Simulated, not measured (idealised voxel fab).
Process module heading - voxel gate over fins
165 nm wide, 5 nm square cells: that's cross-section cut.
Reading order for cross-sections: top band down to bottom band. Underlying form: a grid of square cells. Band size: one or more rows of cells. What a band's entry tells you: where the top is and where the bottom is, as heights in nm, and after that what lies inside, material by material from left to right, each with its width in nm. Empty space is written as the word "empty", and a single material marked with the word "edge to edge" occupies the band from edge to edge. The reference from which all heights are counted is 0, the level beneath which the as-received wafer is entirely one material; the lowest band, having no lower bound, proceeds downward and is written after the example "0 and below". Per-row width for "30->40": begins at first number (top row of band), ends at second number (bottom row), increment between rows held constant. The designation "remains unaltered", where it is given for a processing step, indicates that no cell of the cross-section was altered in the course of that step. Empty spaces without an open route to the top, at least 8 cells in extent, make up the entry "Cavities, closed"; each is given as width x height at distance, where the distance is measured from the left edge, and all are in nm. Anything after a step's settings on that line? It's the simulator's own note about the step. overlay nm, on a step with a mask: how far to the right of its planned place the mask lay; to the left if negative.
# Listed below are the process steps as planned
1. RECEIVE [material Si]
2. CONFORMAL_DEP [material SiN] [thk nm 5]
3. MASKED_ETCH [tone cover] [mask id FINS] [width nm 15] [pitch nm 45] [etch materials SiN] [depth nm 5] [overlay nm 0]
4. MASKED_ETCH [tone cover] [mask id FINS] [width nm 15] [pitch nm 45] [etch materials Si] [depth nm 30] [overlay nm 0]
5. OXIDIZE [depth nm 5]
6. FILL_DEP [material SiO2] [thk nm 10]
7. CMP [height nm 5]
8. SELECTIVE_ETCH [etch materials SiO2] [depth nm 20]
9. STRIP [etch materials SiN]
10. CONFORMAL_DEP [material HfO2] [thk nm 5]
11. CONFORMAL_DEP [material TiN] [thk nm 5]
12. FILL_DEP [material W] [thk nm 15]
13. CMP [height nm 20]
14. CONFORMAL_DEP [material SiN] [thk nm 10]
# So, the first of our two wafers, run just as we planned it
# Delivered wafer in cross-section: state after step 1
	0 and below: Si edge to edge
	Cavities, closed: none
# Once step 2 is through, the wafer looks like this in cross-section
	5 down to 0: SiN edge to edge
	Anything lower than 0 is untouched.
# Once step 3 is through, the wafer looks like this in cross-section
	5 down to 0: empty=30, then SiN=15, then empty=30, then SiN=15, then empty=30, then SiN=15, then empty=30
	Anything lower than 0 is untouched.
# Once step 4 is through, the wafer looks like this in cross-section
	5 down to 0: empty=30, then SiN=15, then empty=30, then SiN=15, then empty=30, then SiN=15, then empty=30
	0 down to -30: empty=30, then Si=15, then empty=30, then Si=15, then empty=30, then Si=15, then empty=30
	Anything lower than -30 is untouched.
# Once step 5 is through, the wafer looks like this in cross-section
	5 down to 0: empty=30, then SiN=15, then empty=30, then SiN=15, then empty=30, then SiN=15, then empty=30
	0 down to -30: empty=30, then SiO2=5, then Si=5, then SiO2=5, then empty=30, then SiO2=5, then Si=5, then SiO2=5, then empty=30, then SiO2=5, then Si=5, then SiO2=5, then empty=30
	-30 down to -35: SiO2=35, then Si=5, then SiO2=40, then Si=5, then SiO2=40, then Si=5, then SiO2=35
	Anything lower than -35 is untouched.
# Once step 6 is through, the wafer looks like this in cross-section
	15 down to 5: SiO2 edge to edge
	5 down to 0: SiO2=30, then SiN=15, then SiO2=30, then SiN=15, then SiO2=30, then SiN=15, then SiO2=30
	0 down to -35: SiO2=35, then Si=5, then SiO2=40, then Si=5, then SiO2=40, then Si=5, then SiO2=35
	Anything lower than -35 is untouched.
# Once step 7 is through, the wafer looks like this in cross-section
	5 down to 0: SiO2=30, then SiN=15, then SiO2=30, then SiN=15, then SiO2=30, then SiN=15, then SiO2=30
	Anything lower than 0 is untouched.
# Once step 8 is through, the wafer looks like this in cross-section
	5 down to 0: empty=30, then SiN=15, then empty=30, then SiN=15, then empty=30, then SiN=15, then empty=30
	0 down to -15: empty=35, then Si=5, then empty=40, then Si=5, then empty=40, then Si=5, then empty=35
	Anything lower than -15 is untouched.
# Once step 9 is through, the wafer looks like this in cross-section
	0 down to -15: empty=35, then Si=5, then empty=40, then Si=5, then empty=40, then Si=5, then empty=35
	Anything lower than -15 is untouched.
# Once step 10 is through, the wafer looks like this in cross-section
	5 down to 0: empty=30, then HfO2=15, then empty=30, then HfO2=15, then empty=30, then HfO2=15, then empty=30
	0 down to -10: empty=30, then HfO2=5, then Si=5, then HfO2=5, then empty=30, then HfO2=5, then Si=5, then HfO2=5, then empty=30, then HfO2=5, then Si=5, then HfO2=5, then empty=30
	-10 down to -15: HfO2=35, then Si=5, then HfO2=40, then Si=5, then HfO2=40, then Si=5, then HfO2=35
	Anything lower than -15 is untouched.
# Once step 11 is through, the wafer looks like this in cross-section
	10 down to 5: empty=25, then TiN=25, then empty=20, then TiN=25, then empty=20, then TiN=25, then empty=25
	5 down to 0: empty=25, then TiN=5, then HfO2=15, then TiN=5, then empty=20, then TiN=5, then HfO2=15, then TiN=5, then empty=20, then TiN=5, then HfO2=15, then TiN=5, then empty=25
	0 down to -5: empty=25, then TiN=5, then HfO2=5, then Si=5, then HfO2=5, then TiN=5, then empty=20, then TiN=5, then HfO2=5, then Si=5, then HfO2=5, then TiN=5, then empty=20, then TiN=5, then HfO2=5, then Si=5, then HfO2=5, then TiN=5, then empty=25
	-5 down to -10: TiN=30, then HfO2=5, then Si=5, then HfO2=5, then TiN=30, then HfO2=5, then Si=5, then HfO2=5, then TiN=30, then HfO2=5, then Si=5, then HfO2=5, then TiN=30
	Anything lower than -10 is untouched.
# Once step 12 is through, the wafer looks like this in cross-section
	25 down to 10: W edge to edge
	10 down to 5: W=25, then TiN=25, then W=20, then TiN=25, then W=20, then TiN=25, then W=25
	5 down to 0: W=25, then TiN=5, then HfO2=15, then TiN=5, then W=20, then TiN=5, then HfO2=15, then TiN=5, then W=20, then TiN=5, then HfO2=15, then TiN=5, then W=25
	0 down to -5: W=25, then TiN=5, then HfO2=5, then Si=5, then HfO2=5, then TiN=5, then W=20, then TiN=5, then HfO2=5, then Si=5, then HfO2=5, then TiN=5, then W=20, then TiN=5, then HfO2=5, then Si=5, then HfO2=5, then TiN=5, then W=25
	Anything lower than -5 is untouched.
# Once step 13 is through, the wafer looks like this in cross-section
	20 down to 10: W edge to edge
	Anything lower than 10 is untouched.
# Once step 14 is through, the wafer looks like this in cross-section
	30 down to 20: SiN edge to edge
	Anything lower than 20 is untouched.
# Wafer two: like wafer one in start and plan, but with one mistake in execution; identical up to and including step 7
# Second wafer, cut view, end of step 8 per plan
	5 down to 0: empty=30, then SiN=15, then empty=30, then SiN=15, then empty=30, then SiN=15, then empty=30
	0 down to -35: empty=35, then Si=5, then empty=40, then Si=5, then empty=40, then Si=5, then empty=35
	Anything lower than -35 is untouched.
# Second wafer, cut view, end of step 9 per plan
	0 down to -35: empty=35, then Si=5, then empty=40, then Si=5, then empty=40, then Si=5, then empty=35
	Anything lower than -35 is untouched.
# Second wafer, cut view, end of step 10 per plan
	5 down to 0: empty=30, then HfO2=15, then empty=30, then HfO2=15, then empty=30, then HfO2=15, then empty=30
	0 down to -30: empty=30, then HfO2=5, then Si=5, then HfO2=5, then empty=30, then HfO2=5, then Si=5, then HfO2=5, then empty=30, then HfO2=5, then Si=5, then HfO2=5, then empty=30
	-30 down to -35: HfO2=35, then Si=5, then HfO2=40, then Si=5, then HfO2=40, then Si=5, then HfO2=35
	Anything lower than -35 is untouched.
# Second wafer, cut view, end of step 11 per plan
	10 down to 5: empty=25, then TiN=25, then empty=20, then TiN=25, then empty=20, then TiN=25, then empty=25
	5 down to 0: empty=25, then TiN=5, then HfO2=15, then TiN=5, then empty=20, then TiN=5, then HfO2=15, then TiN=5, then empty=20, then TiN=5, then HfO2=15, then TiN=5, then empty=25
	0 down to -25: empty=25, then TiN=5, then HfO2=5, then Si=5, then HfO2=5, then TiN=5, then empty=20, then TiN=5, then HfO2=5, then Si=5, then HfO2=5, then TiN=5, then empty=20, then TiN=5, then HfO2=5, then Si=5, then HfO2=5, then TiN=5, then empty=25
	-25 down to -30: TiN=30, then HfO2=5, then Si=5, then HfO2=5, then TiN=30, then HfO2=5, then Si=5, then HfO2=5, then TiN=30, then HfO2=5, then Si=5, then HfO2=5, then TiN=30
	Anything lower than -30 is untouched.
# Second wafer, cut view, end of step 12 per plan
	25 down to 10: W edge to edge
	10 down to 5: W=25, then TiN=25, then W=20, then TiN=25, then W=20, then TiN=25, then W=25
	5 down to 0: W=25, then TiN=5, then HfO2=15, then TiN=5, then W=20, then TiN=5, then HfO2=15, then TiN=5, then W=20, then TiN=5, then HfO2=15, then TiN=5, then W=25
	0 down to -25: W=25, then TiN=5, then HfO2=5, then Si=5, then HfO2=5, then TiN=5, then W=20, then TiN=5, then HfO2=5, then Si=5, then HfO2=5, then TiN=5, then W=20, then TiN=5, then HfO2=5, then Si=5, then HfO2=5, then TiN=5, then W=25
	Anything lower than -25 is untouched.
# Second wafer, cut view, end of step 13 per plan
	20 down to 10: W edge to edge
	Anything lower than 10 is untouched.
# Second wafer, cut view, end of step 14 per plan
	30 down to 20: SiN edge to edge
	Anything lower than 20 is untouched.
What was done differently from what was planned? twice over, step 8 of the plan was run
The second wafer ends with more or fewer cells of some materials than the first, per final count: HfO2 +24 | SiO2 -120 | TiN +24 | W +72
